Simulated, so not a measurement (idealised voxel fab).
The document below concerns the process module designated voxel tone inversion.
For reference, the cross-section in this document is cut, with width 140 nm and square cells of 5 nm.
This document writes a cross-section as a grid whose cells are square, and gives it as bands, listed from the top down; one or more rows of cells form a band. What a band's entry tells you: where the top is and where the bottom is, as heights in nm, and after that what lies inside, material by material from left to right, each with its width in nm. Empty space is written as the word "blank", and a single material marked with the word "full width" occupies the band from edge to edge. The level at which height equals 0 is the one under which the wafer, as it arrives, is entirely one material. No lower edge exists for the bottom band, which continues downward and is notated as in "0 nm and below". It should be noted that a width expressed as "30..40" varies in equal increments from row to row of cells within the band, taking the value of the first number at the top row and that of the second number at the bottom row. "changes: none", as given for a step, is the statement that not any cell of the cross-section underwent a change during that step. "closed voids" enumerates empty spaces isolated from the top, with no open way to it, that contain at least 8 cells, giving each as width x height at distance from the left edge, all three in nm. That trailing text on a step's line, after the settings, is the simulator's own remark on the step. "overlay nm" denotes, for a step that has a mask, the displacement of the mask to the right of its planned place, with negative values corresponding to the left.
INTENDED PROCESS STEPS
1 RECEIVE: material Si
2 CONFORMAL_DEP: material SiCN, thk nm 10
3 DIRECTIONAL_DEP: material polySi, thk nm 15
4 PATTERN: tone cover, mask id POSTS, material resist, width nm 20, pitch nm 50, thk nm 25, overlay nm 0
5 DIRECTIONAL_ETCH: etch materials polySi, depth nm 15
6 STRIP: etch materials resist
7 FILL_DEP: material SiO2, thk nm 5
8 CMP: height nm 25
9 STRIP: etch materials polySi
INCOMING WAFER IN CROSS-SECTION (STATE: AFTER STEP 1)
> 0 nm and below  Si full width
> closed voids: none
CROSS-SECTION, END OF MODULE. START: AS ABOVE. PLAN: AS ABOVE. EXECUTION: ONE MISTAKE
> 25 nm to 15 nm  SiCN full width
> 15 nm to 0 nm  polySi full width
> 0 nm and below  Si full width
> closed voids: none
Deviation noted in wafer processing: so 2 and 3 got swapped relative to the plan, each ran where the other was supposed to
